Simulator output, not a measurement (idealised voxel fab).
Title: Process Module voxel air gaps
Each square cell in cross-section cut measures 5 nm, and the section as a whole is 245 nm wide.
In what follows, cross-sections appear as grids of square cells, described through bands that run from the top down, where every band is one or more rows of cells.
Heads up on the band format: heights come first, top then bottom, in nm. After that it's the materials left to right, each with its width in nm. A single material flagged "full width" fills the whole band edge to edge, and "air" means there's empty space there.
The reference from which all heights are counted is 0, the level beneath which the as-received wafer is entirely one material; the lowest band, having no lower bound, proceeds downward and is written after the example "0..down".
A width such as "30->40" changes by the same amount from each row of cells to the next, from the band's top row to its bottom row.
"changes: none", as given for a step, is the statement that not any cell of the cross-section underwent a change during that step.
Enclosed voids (no open way to top), threshold 8 cells or more, entry "Sealed void listing", notation width x height at distance, distance from left edge, nm.
Heads up: the bit after the settings on a step's line is the simulator's remark on that step.
The optional step-line setting "overlay nm" applies to steps with a mask and quantifies how far to the right of its planned location the mask lay, a negative value indicating leftward placement.
## Steps in the process plan
1) RECEIVE,material Si
2) CONFORMAL_DEP,material SiO2,thk nm 10
3) CONFORMAL_DEP,material SiCN,thk nm 5
4) DIRECTIONAL_DEP,material SiO2,thk nm 40
5) MASKED_ETCH,tone open,mask id LINES,width nm 25,pitch nm 50,etch materials SiO2,depth nm 40,overlay nm -15
6) CONFORMAL_DEP,material TiN,thk nm 5
7) FILL_DEP,material W,thk nm 5
8) CMP,height nm 55
9) EPI,material Ru,thk nm 10
10) SELECTIVE_ETCH,etch materials SiO2,depth nm 50
11) CONFORMAL_DEP,material SiCN,thk nm 5
Across this set of wafers, the varied parameter is the overlay nm of step 5. Starting conditions are identical for every wafer, and the plan reports the value assigned to the first wafer.
## Cross-section: the first of several wafers in its as-received state, i.e. following step 1
* 0..down: Si full width
* Sealed void listing: none
## The first of several wafers, seen in cross-section after the module's last step, step 11
* 70..65: 30 nm air | 155 nm SiCN | 60 nm air
* 65..55: 30 nm air | 5 nm SiCN | 45 nm Ru | 5 nm SiCN | 45 nm Ru | 5 nm SiCN | 45 nm Ru | 5 nm SiCN | 60 nm air
* 55..50: 30 nm air | 15 nm SiCN | 5 nm TiN | 15 nm W | 5 nm TiN | 25 nm SiCN | 5 nm TiN | 15 nm W | 5 nm TiN | 25 nm SiCN | 5 nm TiN | 15 nm W | 5 nm TiN | 15 nm SiCN | 60 nm air
* 50..20: 40 nm air | 5 nm SiCN | 5 nm TiN | 15 nm W | 5 nm TiN | 5 nm SiCN | 15 nm air | 5 nm SiCN | 5 nm TiN | 15 nm W | 5 nm TiN | 5 nm SiCN | 15 nm air | 5 nm SiCN | 5 nm TiN | 15 nm W | 5 nm TiN | 5 nm SiCN | 70 nm air
* 20..15: 45 nm SiCN | 25 nm TiN | 25 nm SiCN | 25 nm TiN | 25 nm SiCN | 25 nm TiN | 75 nm SiCN
* 15..10: SiCN full width
* 10..0: SiO2 full width
* 0..down: Si full width
* Sealed void listing: 15 x 30 at 75; 15 x 30 at 125
## Here we cross-sectioned the last of the wafers once the module was done
* 70..65: 60 nm air | 155 nm SiCN | 30 nm air
* 65..55: 60 nm air | 5 nm SiCN | 45 nm Ru | 5 nm SiCN | 45 nm Ru | 5 nm SiCN | 45 nm Ru | 5 nm SiCN | 30 nm air
* 55..50: 60 nm air | 15 nm SiCN | 5 nm TiN | 15 nm W | 5 nm TiN | 25 nm SiCN | 5 nm TiN | 15 nm W | 5 nm TiN | 25 nm SiCN | 5 nm TiN | 15 nm W | 5 nm TiN | 15 nm SiCN | 30 nm air
* 50..20: 70 nm air | 5 nm SiCN | 5 nm TiN | 15 nm W | 5 nm TiN | 5 nm SiCN | 15 nm air | 5 nm SiCN | 5 nm TiN | 15 nm W | 5 nm TiN | 5 nm SiCN | 15 nm air | 5 nm SiCN | 5 nm TiN | 15 nm W | 5 nm TiN | 5 nm SiCN | 40 nm air
* 20..15: 75 nm SiCN | 25 nm TiN | 25 nm SiCN | 25 nm TiN | 25 nm SiCN | 25 nm TiN | 45 nm SiCN
* 15..10: SiCN full width
* 10..0: SiO2 full width
* 0..down: Si full width
* Sealed void listing: 15 x 30 at 105; 15 x 30 at 155
## Row per wafer, end-of-module: cell gain (+)/loss (-) by material since the wafer came in, then closed voids
overlay nm -15 | +54 Ru | +174 SiCN | +98 SiO2 | +57 TiN | +63 W | Sealed void listing: 15 x 30 at 75; 15 x 30 at 125
overlay nm -10 | +54 Ru | +174 SiCN | +98 SiO2 | +57 TiN | +63 W | Sealed void listing: 15 x 30 at 80; 15 x 30 at 130
overlay nm -5 | +54 Ru | +174 SiCN | +98 SiO2 | +57 TiN | +63 W | Sealed void listing: 15 x 30 at 85; 15 x 30 at 135
overlay nm 0 | +54 Ru | +174 SiCN | +98 SiO2 | +57 TiN | +63 W | Sealed void listing: 15 x 30 at 90; 15 x 30 at 140
overlay nm 5 | +54 Ru | +174 SiCN | +98 SiO2 | +57 TiN | +63 W | Sealed void listing: 15 x 30 at 95; 15 x 30 at 145
overlay nm 10 | +54 Ru | +174 SiCN | +98 SiO2 | +57 TiN | +63 W | Sealed void listing: 15 x 30 at 100; 15 x 30 at 150
overlay nm 15 | +54 Ru | +174 SiCN | +98 SiO2 | +57 TiN | +63 W | Sealed void listing: 15 x 30 at 105; 15 x 30 at 155
